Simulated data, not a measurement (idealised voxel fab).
The following is a process module called voxel plated lines.
Cross-section cut spans 220 nm and uses square cells 5 nm in size.
Each cross-section below is a grid of square cells, stated as bands in top-down order, with one or more rows of cells making up each band. Per band: top height and bottom height in nm, followed by the left-to-right materials and their widths in nm; "throughout" marks a single material spanning edge to edge, "air" marks empty space. All heights in this document are referenced to 0, defined as the level beneath which the wafer, as received, consists entirely of one material. The lowest band is not bounded below; it extends indefinitely downward and is written in the form "0 nm and below". Width: "30..40" (first number = top row, second number = bottom row, same change from row to row of cells). A step reported as "left unchanged" is a step in which no cell of the cross-section changed. The list in "Closed cavity list" covers empty spaces of 8 cells or more that cannot reach the top through any open way, and it gives each as width x height at distance; the distance is from the left edge, and width, height and distance are in nm. Step line, after settings: the simulator's comment on this step. overlay nm: mask offset rightward from planned place, masked step; negative means leftward offset.

The planned process steps are enumerated hereunder:
1 RECEIVE (material Si)
2 CONFORMAL_DEP (material SiN; thk nm 15)
3 DIRECTIONAL_DEP (material TiN; thk nm 5)
4 PATTERN (tone open; mask id LINES; material resist; width nm 15; pitch nm 35; thk nm 25; overlay nm 0)
5 EPI (material Ru; thk nm 10)
6 EPI (material Ru; thk nm 10)
7 STRIP (etch materials resist)
8 DIRECTIONAL_ETCH (etch materials TiN; depth nm 5)
9 CONFORMAL_DEP (material SiCN; thk nm 10)

Cross-section of the wafer at receipt, which is the condition after step 1:
0 nm and below: Si throughout
Closed cavity list: none

Same starting wafer, same plan as above, one mistake in the execution; this is the cross-section at the end of the module:
25 nm to 15 nm: SiCN throughout
15 nm to 0 nm: SiN throughout
0 nm and below: Si throughout
Closed cavity list: none
Heads up, the wafer didn't run the way we planned it: yeah, step 3 of the plan got skipped, never ran
